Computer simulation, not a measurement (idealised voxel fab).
The name of this process module is voxel double patterning.
Cross-section cut: width 235 nm, square cells of 5 nm.
When this document writes out a cross-section, it uses a grid of square cells and lists it as bands, beginning at the top and moving down, with a band standing for one or more rows of cells. Heights first: top, then bottom, in nm. Then materials, left to right, each with a width in nm. "edge to edge" on a single material: fills the band edge to edge. "air": empty space. Heights from 0 (as-received wafer is one material below). Bottom band endless downward, as "top 0, no bottom". Width "30 to 40": first value at the band's top row of cells, second value at its bottom row, equal change from row to row. Where a step carries "nothing different", the cross-section came out of it unchanged, cell for cell. Heads up: "Sealed void listing" only lists the empty pockets with no open path to the top that are 8 cells or more, and it writes them as width x height at distance, distance from the left edge, in nm. Note: text after step settings on the step line = simulator remark on that step. overlay nm: on a step with a mask, how far right of its planned place the mask lay; negative means left.

-- This section lists the process steps that were planned
- 1: RECEIVE,material Si
- 2: CONFORMAL_DEP,material SiO2,thk nm 10
- 3: DIRECTIONAL_DEP,material W,thk nm 15
- 4: DIRECTIONAL_DEP,material SiN,thk nm 5
- 5: PATTERN,tone open,mask id FIRST,material resist,width nm 15,pitch nm 50,thk nm 20,overlay nm 0
- 6: DIRECTIONAL_ETCH,etch materials SiN,depth nm 5
- 7: STRIP,etch materials resist
- 8: MASKED_ETCH,tone open,mask id SECOND,width nm 15,etch materials SiN,depth nm 5,overlay nm 0
- 9: DIRECTIONAL_ETCH,etch materials W,depth nm 15
- 10: STRIP,etch materials SiN

-- Shown in cross-section is the wafer as received, that is, as it stands after step 1
> top 0, no bottom | Si edge to edge
> Sealed void listing: none

-- Cross-section at module end, one run error; start and plan unchanged from above
> top 25, bottom 10 | W: 80, then air: 15, then W: 15, then air: 15, then W: 5, then air: 15, then W: 90
> top 10, bottom 0 | SiO2 edge to edge
> top 0, no bottom | Si edge to edge
> Sealed void listing: none
Deviation noted in wafer processing: step 5 did not use the planned setting and instead ran as PATTERN,tone open,mask id FIRST,material resist,width nm 15,pitch nm 50,thk nm 20,overlay nm -5
